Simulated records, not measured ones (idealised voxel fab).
Process module, titled voxel double patterning
The width of the displayed cross-section, cut, is 290 nm; its cells are square, with a size of 5 nm.
A cross-section is written here as square cells arranged in a grid, and it is given in bands from the top down, each band taking up one or more rows of cells.
What a band's entry tells you: where the top is and where the bottom is, as heights in nm, and after that what lies inside, material by material from left to right, each with its width in nm. Empty space is written as the word "blank", and a single material marked with the word "edge to edge" occupies the band from edge to edge.
A quick word on heights: they are counted from 0, and under that level the wafer as it came to us is one material throughout. The lowest band is different from the rest in having no bottom; it simply continues downward, written as in "from 0 down".
It should be noted that a width expressed as "30->40" varies in equal increments from row to row of cells within the band, taking the value of the first number at the top row and that of the second number at the bottom row.
Step marked "nothing altered"? Then no cell in the cross-section changed in it.
Entry "Trapped cavities". Content: empty spaces with no open connection to the top, size 8 cells or greater. Each: width x height at distance. Distance: from left edge. Unit: nm.
The remark found on a step's line after its settings is issued by the simulator itself and pertains to that step.
For masked steps, "overlay nm" on the step line gives how far right of plan the mask actually lay; a minus sign means it lay to the left.
# The planned process steps are enumerated hereunder
- 1: RECEIVE [material Si]
- 2: CONFORMAL_DEP [material SiO2] [thk nm 10]
- 3: DIRECTIONAL_DEP [material TiN] [thk nm 10]
- 4: DIRECTIONAL_DEP [material SiN] [thk nm 10]
- 5: DIRECTIONAL_DEP [material aC] [thk nm 15]
- 6: PATTERN [tone open] [mask id FIRST] [material resist] [width nm 15] [pitch nm 50] [thk nm 30] [overlay nm 0]
- 7: DIRECTIONAL_ETCH [etch materials aC] [depth nm 15]
- 8: STRIP [etch materials resist]
- 9: DIRECTIONAL_ETCH [etch materials SiN] [depth nm 10]
- 10: STRIP [etch materials aC]
- 11: PATTERN [tone open] [mask id SECOND] [material resist] [width nm 15] [thk nm 20] [overlay nm 0]
- 12: DIRECTIONAL_ETCH [etch materials SiN] [depth nm 10]
- 13: STRIP [etch materials resist]
- 14: DIRECTIONAL_ETCH [etch materials TiN] [depth nm 10]
- 15: STRIP [etch materials SiN]
# Wafer as received: cross-section following step 1
- from 0 down | Si edge to edge
- Trapped cavities: none
# First of two wafers at the end of the module, shown in cross-section; run carried out as planned
- from 20 to 10 | TiN 110 nm, blank 15 nm, TiN 10 nm, blank 15 nm, TiN 10 nm, blank 15 nm, TiN 115 nm
- from 10 to 0 | SiO2 edge to edge
- from 0 down | Si edge to edge
- Trapped cavities: none
# Wafer two, sectioned after the module: the first wafer's start, the first wafer's plan, and one mistake in how it was run
- from 20 to 10 | SiO2 edge to edge
- from 10 to 0 | TiN edge to edge
- from 0 down | Si edge to edge
- Trapped cavities: none
What went wrong in running the wafer? steps 2 and 3 traded places in the executed sequence
The final cell counts differ between the wafers, with the second having more or fewer of some materials than the first: 18 more of TiN
